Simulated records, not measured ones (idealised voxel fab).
Proc. module: voxel ribs on slabs
cross-section cut | 185 nm wide | cells 5 nm
Think of the cross-section as a grid of square cells. We describe it in bands, top to bottom, and each band covers one or more rows of those cells.
Band entry format. Leading values: height of top, height of bottom, nm. Remainder: materials in left-to-right order, each with its width in nm. Special words: "full width" on a single material, which then fills the band edge to edge; "empty", empty space.
The level at which height equals 0 is the one under which the wafer, as it arrives, is entirely one material. No lower edge exists for the bottom band, which continues downward and is notated as in "0..down".
Read "30..40" as a graded width: first number on top, second number at the bottom, same change between each pair of neighbouring rows.
What does "remained the same" mean for a step? It means no cell of the cross-section changed in that step.
"Voids, enclosed" specifies each empty space that is not open to the top and that occupies no fewer than 8 cells, using the form width x height at distance, the distance measured from the left edge and all three quantities in nm.
Post-settings text on a step line: simulator's own remark regarding the step.
The "overlay nm" setting may appear on a step's line; for a step that uses a mask, it gives how far to the right of its planned position the mask lay, and a negative value indicates the left.
Intended process steps:
1,RECEIVE | material Si
2,DIRECTIONAL_DEP | material SiO2 | thk nm 30
3,DIRECTIONAL_DEP | material SiN | thk nm 20
4,MASKED_ETCH | tone cover | mask id RIB | width nm 25 | etch materials SiN | depth nm 15 | overlay nm -15
5,MASKED_ETCH | tone cover | mask id SLAB | width nm 75 | etch materials SiN | depth nm 5 | overlay nm 0
6,FILL_DEP | material SiO2 | thk nm 25
7,CMP | height nm 70
8,DIRECTIONAL_DEP | material TiN | thk nm 5
9,PATTERN | tone cover | mask id HEATER | material resist | width nm 35 | thk nm 20 | overlay nm 0
10,DIRECTIONAL_ETCH | etch materials TiN | depth nm 5
11,STRIP | etch materials resist
12,CONFORMAL_DEP | material SiN | thk nm 5
The overlay nm used in step 4 is not the same on every wafer, whereas the starting condition is; the value printed in the plan is the first wafer's.
After step 1, as received: first of several wafers, cross-section:
* 0..down  Si full width
* Voids, enclosed: none
So in this table every wafer gets its own row, and what you see is where it stands at the end of the module: for each material, how many cells it picked up (+) or gave up (-) since we received it, and after that its closed voids:
overlay nm -15, +69 SiN, +488 SiO2, +7 TiN, Voids, enclosed: none
overlay nm -10, +69 SiN, +488 SiO2, +7 TiN, Voids, enclosed: none
overlay nm -5, +69 SiN, +488 SiO2, +7 TiN, Voids, enclosed: none
overlay nm 0, +69 SiN, +488 SiO2, +7 TiN, Voids, enclosed: none
overlay nm 5, +69 SiN, +488 SiO2, +7 TiN, Voids, enclosed: none
overlay nm 10, +69 SiN, +488 SiO2, +7 TiN, Voids, enclosed: none
overlay nm 15, +69 SiN, +488 SiO2, +7 TiN, Voids, enclosed: none
